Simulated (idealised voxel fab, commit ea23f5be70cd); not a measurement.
The following is a process module called voxel plated lines.
The width of the displayed cross-section, cut, is 290 nm; its cells are square, with a size of 5 nm.
Cross-section format: a grid of square cells, given as bands from top to bottom; each band is one or more rows of cells. It is stipulated that each band's entry specify, in nanometres, the height of the top of the band and then that of its bottom, followed by the materials of the band in left-to-right sequence, each together with its width in nanometres. A single material marked by the word "throughout" is understood to fill the band from edge to edge; the word "empty" is understood to denote empty space. The reference from which all heights are counted is 0, the level beneath which the as-received wafer is entirely one material; the lowest band, having no lower bound, proceeds downward and is written after the example "0 nm and below". Think of "30 to 40" as a width that walks from the first number to the second as you go down the band, top row to bottom row, taking equal-sized steps from row to row. When a step is marked "stayed the same", none of the cells in the cross-section changed during that step. Enclosed voids (no open way to top), threshold 8 cells or more, entry "Voids, sealed", notation width x height at distance, distance from left edge, nm. Formally, on a step line, whatever follows the settings is a remark that the simulator itself makes on the step. For masked steps, "overlay nm" on the step line gives how far right of plan the mask actually lay; a minus sign means it lay to the left.
Process steps (planned)
1,RECEIVE (material Si)
2,CONFORMAL_DEP (material Al2O3; thk nm 5)
3,DIRECTIONAL_DEP (material TiN; thk nm 5)
4,PATTERN (tone open; mask id LINES; material resist; width nm 30; pitch nm 55; thk nm 35; overlay nm 0)
5,EPI (material Ru; thk nm 10)
6,EPI (material Ru; thk nm 5)
7,EPI (material Ru; thk nm 10)
8,STRIP (etch materials resist)
9,DIRECTIONAL_ETCH (etch materials TiN; depth nm 5)
10,CONFORMAL_DEP (material SiCN; thk nm 10)
Wafer cross-section on receipt, i.e. after step 1
    0 nm and below: Si throughout
    Voids, sealed: none
End state of the module in cross-section, given the above starting point and plan and one mistake in execution
    55 nm to 45 nm: empty 35 nm; SiCN 50 nm; empty 5 nm; SiCN 50 nm; empty 5 nm; SiCN 50 nm; empty 5 nm; SiCN 50 nm; empty 40 nm
    45 nm to 25 nm: empty 35 nm; SiCN 10 nm; Ru 30 nm; SiCN 10 nm; empty 5 nm; SiCN 10 nm; Ru 30 nm; SiCN 10 nm; empty 5 nm; SiCN 10 nm; Ru 30 nm; SiCN 10 nm; empty 5 nm; SiCN 10 nm; Ru 30 nm; SiCN 10 nm; empty 40 nm
    25 nm to 20 nm: SiCN 45 nm; Ru 30 nm; SiCN 25 nm; Ru 30 nm; SiCN 25 nm; Ru 30 nm; SiCN 25 nm; Ru 30 nm; SiCN 50 nm
    20 nm to 15 nm: SiCN 45 nm; TiN 30 nm; SiCN 25 nm; TiN 30 nm; SiCN 25 nm; TiN 30 nm; SiCN 25 nm; TiN 30 nm; SiCN 50 nm
    15 nm to 5 nm: TiN throughout
    5 nm to 0 nm: Al2O3 throughout
    0 nm and below: Si throughout
    Voids, sealed: none
What broke from the plan during processing? step 3: run off-plan, actual operation and settings DIRECTIONAL_DEP (material TiN; thk nm 15)
